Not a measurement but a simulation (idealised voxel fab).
Process module, titled voxel double patterning
Xsec cut, 265 nm wide, square cell size 5 nm.
Format of a cross-section: grid, square cells. Given as bands. Order: top down. Band: one or more rows of cells.
Quick guide to a band line: top height, bottom height (nm) up front; then every material left to right with its width in nm. Only one material and it's marked "all across"? Then it fills the band edge to edge. And "blank" just means empty space.
All heights in this document are referenced to 0, defined as the level beneath which the wafer, as received, consists entirely of one material. The lowest band is not bounded below; it extends indefinitely downward and is written in the form "from 0 down".
Quick explanation for "30..40": the width changes in equal steps down the rows of cells, from the first number in the band's top row to the second number in its bottom row.
No cell of the cross-section changed in a step that is given as "stayed the same".
"Listed closed voids" specifies each empty space that is not open to the top and that occupies no fewer than 8 cells, using the form width x height at distance, the distance measured from the left edge and all three quantities in nm.
On each step's line, the part that comes after the settings is the simulator's own comment on the step.
A step line may carry the setting "overlay nm", which, for steps involving a mask, states the distance by which the mask lay to the right of its intended position; negative values denote displacement to the left.
The steps planned for the process are as follows
| 1 | op RECEIVE | material Si |
| 2 | op CONFORMAL_DEP | material SiO2 | thk nm 5 |
| 3 | op DIRECTIONAL_DEP | material W | thk nm 20 |
| 4 | op DIRECTIONAL_DEP | material SiCN | thk nm 10 |
| 5 | op PATTERN | tone open | mask id FIRST | material resist | width nm 15 | pitch nm 50 | thk nm 15 | overlay nm 0 |
| 6 | op DIRECTIONAL_ETCH | etch materials SiCN | depth nm 10 |
| 7 | op STRIP | etch materials resist |
| 8 | op PATTERN | tone open | mask id SECOND | material resist | width nm 15 | thk nm 15 | overlay nm 0 |
| 9 | op DIRECTIONAL_ETCH | etch materials SiCN | depth nm 10 |
| 10 | op STRIP | etch materials resist |
| 11 | op DIRECTIONAL_ETCH | etch materials W | depth nm 20 |
| 12 | op STRIP | etch materials SiCN |
Here's what the wafer looked like in cross-section when it arrived - that's after step 1
  from 0 down = Si all across
  Listed closed voids: none
First of two wafers at the end of the module, shown in cross-section; run carried out as planned
  from 25 to 5 = W (100) | blank (15) | W (10) | blank (15) | W (10) | blank (15) | W (100)
  from 5 to 0 = SiO2 all across
  from 0 down = Si all across
  Listed closed voids: none
This cross-section belongs to the second wafer of two at the end of the module; the start and the plan were shared with the first, and the run included one mistake
  from 45 to 25 = W (100) | blank (15) | W (10) | blank (15) | W (10) | blank (15) | W (100)
  from 25 to 5 = W all across
  from 5 to 0 = SiO2 all across
  from 0 down = Si all across
  Listed closed voids: none
In executing the process, a mistake was made relative to the plan: step 3 of the plan was twice carried out
Upon completion, the second wafer contains, in terms of cells, a greater or smaller amount of certain materials than the first wafer: W: 212 more
